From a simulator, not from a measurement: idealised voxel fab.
Proc. module: voxel self aligned contacts
We display cut, a cross-section 150 nm in width whose square cells are each 5 nm.
Just so we're on the same page, the cross-sections are grids of square cells, and they're listed out in bands top to bottom, each band one or more rows deep.
Heads up on the band format: heights come first, top then bottom, in nm. After that it's the materials left to right, each with its width in nm. A single material flagged "full width" fills the whole band edge to edge, and "empty" means there's empty space there.
The level at which height equals 0 is the one under which the wafer, as it arrives, is entirely one material. No lower edge exists for the bottom band, which continues downward and is notated as in "0 down".
So if you see something like "30 to 40" for the width, read it as the top row of the band sitting at the first number and the bottom row at the second, with every row in between moving by the same amount as the last.
Take "all unchanged" at face value: in the step it is given for, the cross-section changed in none of its cells.
Closed-off voids of 8+ cells (no open route to the top) go in "Closed void table", written width x height at distance from the left edge, in nm.
On a step's line, text after the settings is the simulator commenting on that step.
overlay nm: how far to the right of its planned place the mask lay on this masked step (negative: to the left).

# Process steps (planned)
1) RECEIVE: material Si
2) OXIDIZE: depth nm 5
3) DIRECTIONAL_DEP: material polySi, thk nm 20
4) DIRECTIONAL_DEP: material SiN, thk nm 20
5) MASKED_ETCH: tone cover, mask id GATE, width nm 35, pitch nm 65, etch materials SiN, depth nm 20, overlay nm 0
6) MASKED_ETCH: tone cover, mask id GATE, width nm 35, pitch nm 65, etch materials polySi, depth nm 20, overlay nm 0
7) CONFORMAL_DEP: material SiN, thk nm 5
8) DIRECTIONAL_ETCH: etch materials SiN, depth nm 5
9) FILL_DEP: material SiO2, thk nm 20
10) CMP: height nm 50
11) MASKED_ETCH: tone open, mask id CONTACT, width nm 40, etch materials SiO2, depth nm 55, overlay nm 0
12) CONFORMAL_DEP: material TiN, thk nm 5
13) FILL_DEP: material Ru, thk nm 5
14) CMP: height nm 50
15) CONFORMAL_DEP: material SiN, thk nm 5

# So, the first of our two wafers, run just as we planned it

# Wafer at receipt (post step 1), cross-section
	0 down = Si full width
	Closed void table: none

# State of the wafer after step 2, shown in cross-section
	0 to -5 = SiO2 full width
	Heights below -5 show no change.

# State of the wafer after step 3, shown in cross-section
	20 to 0 = polySi full width
	Heights below 0 show no change.

# State of the wafer after step 4, shown in cross-section
	40 to 20 = SiN full width
	Heights below 20 show no change.

# State of the wafer after step 5, shown in cross-section
	40 to 20 = 25 empty / 35 SiN / 30 empty / 35 SiN / 25 empty
	Heights below 20 show no change.

# State of the wafer after step 6, shown in cross-section
	40 to 20 = 25 empty / 35 SiN / 30 empty / 35 SiN / 25 empty
	20 to 0 = 25 empty / 35 polySi / 30 empty / 35 polySi / 25 empty
	Heights below 0 show no change.

# State of the wafer after step 7, shown in cross-section
	45 to 20 = 20 empty / 45 SiN / 20 empty / 45 SiN / 20 empty
	20 to 5 = 20 empty / 5 SiN / 35 polySi / 5 SiN / 20 empty / 5 SiN / 35 polySi / 5 SiN / 20 empty
	5 to 0 = 25 SiN / 35 polySi / 30 SiN / 35 polySi / 25 SiN
	Heights below 0 show no change.

# State of the wafer after step 8, shown in cross-section
	40 to 20 = 20 empty / 45 SiN / 20 empty / 45 SiN / 20 empty
	20 to 0 = 20 empty / 5 SiN / 35 polySi / 5 SiN / 20 empty / 5 SiN / 35 polySi / 5 SiN / 20 empty
	Heights below 0 show no change.

# State of the wafer after step 9, shown in cross-section
	60 to 40 = SiO2 full width
	40 to 20 = 20 SiO2 / 45 SiN / 20 SiO2 / 45 SiN / 20 SiO2
	20 to 0 = 20 SiO2 / 5 SiN / 35 polySi / 5 SiN / 20 SiO2 / 5 SiN / 35 polySi / 5 SiN / 20 SiO2
	Heights below 0 show no change.

# State of the wafer after step 10, shown in cross-section
	50 to 40 = SiO2 full width
	Heights below 40 show no change.

# State of the wafer after step 11, shown in cross-section
	50 to 40 = 55 SiO2 / 40 empty / 55 SiO2
	40 to 20 = 20 SiO2 / 45 SiN / 20 empty / 45 SiN / 20 SiO2
	20 to 0 = 20 SiO2 / 5 SiN / 35 polySi / 5 SiN / 20 empty / 5 SiN / 35 polySi / 5 SiN / 20 SiO2
	0 to -5 = 65 SiO2 / 20 empty / 65 SiO2
	Heights below -5 show no change.

# State of the wafer after step 12, shown in cross-section
	55 to 50 = 60 TiN / 30 empty / 60 TiN
	50 to 40 = 55 SiO2 / 5 to 15 TiN / 30 to 10 empty / 5 to 15 TiN / 55 SiO2
	40 to 20 = 20 SiO2 / 45 SiN / 5 TiN / 10 empty / 5 TiN / 45 SiN / 20 SiO2
	20 to 0 = 20 SiO2 / 5 SiN / 35 polySi / 5 SiN / 5 TiN / 10 empty / 5 TiN / 5 SiN / 35 polySi / 5 SiN / 20 SiO2
	0 to -5 = 65 SiO2 / 20 TiN / 65 SiO2
	Heights below -5 show no change.

# State of the wafer after step 13, shown in cross-section
	60 to 55 = Ru full width
	55 to 50 = 60 TiN / 30 Ru / 60 TiN
	50 to 40 = 55 SiO2 / 5 to 15 TiN / 30 to 10 Ru / 5 to 15 TiN / 55 SiO2
	40 to 20 = 20 SiO2 / 45 SiN / 5 TiN / 10 Ru / 5 TiN / 45 SiN / 20 SiO2
	20 to 0 = 20 SiO2 / 5 SiN / 35 polySi / 5 SiN / 5 TiN / 10 Ru / 5 TiN / 5 SiN / 35 polySi / 5 SiN / 20 SiO2
	Heights below 0 show no change.

# State of the wafer after step 14, shown in cross-section
	50 to 40 = 55 SiO2 / 5 to 15 TiN / 30 to 10 Ru / 5 to 15 TiN / 55 SiO2
	Heights below 40 show no change.

# State of the wafer after step 15, shown in cross-section
	55 to 50 = SiN full width
	Heights below 50 show no change.

# Wafer two: like wafer one in start and plan, but with one mistake in execution; identical up to and including step 10

# Second wafer, cross-section, planned end of step 11
	50 to 40 = 55 empty / 40 SiO2 / 55 empty
	40 to 20 = 20 empty / 45 SiN / 20 SiO2 / 45 SiN / 20 empty
	20 to 0 = 20 empty / 5 SiN / 35 polySi / 5 SiN / 20 SiO2 / 5 SiN / 35 polySi / 5 SiN / 20 empty
	0 to -5 = 20 empty / 110 SiO2 / 20 empty
	Heights below -5 show no change.

# Second wafer, cross-section, planned end of step 12
	55 to 50 = 50 empty / 50 TiN / 50 empty
	50 to 40 = 50 to 15 empty / 5 to 40 TiN / 40 SiO2 / 5 to 40 TiN / 50 to 15 empty
	40 to 20 = 15 empty / 5 TiN / 45 SiN / 20 SiO2 / 45 SiN / 5 TiN / 15 empty
	20 to 0 = 15 empty / 5 TiN / 5 SiN / 35 polySi / 5 SiN / 20 SiO2 / 5 SiN / 35 polySi / 5 SiN / 5 TiN / 15 empty
	0 to -5 = 20 TiN / 110 SiO2 / 20 TiN
	Heights below -5 show no change.

# Second wafer, cross-section, planned end of step 13
	60 to 55 = Ru full width
	55 to 50 = 50 Ru / 50 TiN / 50 Ru
	50 to 40 = 50 to 15 Ru / 5 to 40 TiN / 40 SiO2 / 5 to 40 TiN / 50 to 15 Ru
	40 to 20 = 15 Ru / 5 TiN / 45 SiN / 20 SiO2 / 45 SiN / 5 TiN / 15 Ru
	20 to 0 = 15 Ru / 5 TiN / 5 SiN / 35 polySi / 5 SiN / 20 SiO2 / 5 SiN / 35 polySi / 5 SiN / 5 TiN / 15 Ru
	Heights below 0 show no change.

# Second wafer, cross-section, planned end of step 14
	50 to 40 = 50 to 15 Ru / 5 to 40 TiN / 40 SiO2 / 5 to 40 TiN / 50 to 15 Ru
	Heights below 40 show no change.

# Second wafer, cross-section, planned end of step 15
	55 to 50 = SiN full width
	Heights below 50 show no change.
Nonconformance to the process plan: step 11, actual vs plan mismatch, actual run MASKED_ETCH: tone cover, mask id CONTACT, width nm 40, etch materials SiO2, depth nm 55, overlay nm 0
End check, counted in cells, second wafer has more or fewer of these materials than the first: Ru: 50 more | SiO2: 64 fewer | TiN: 14 more
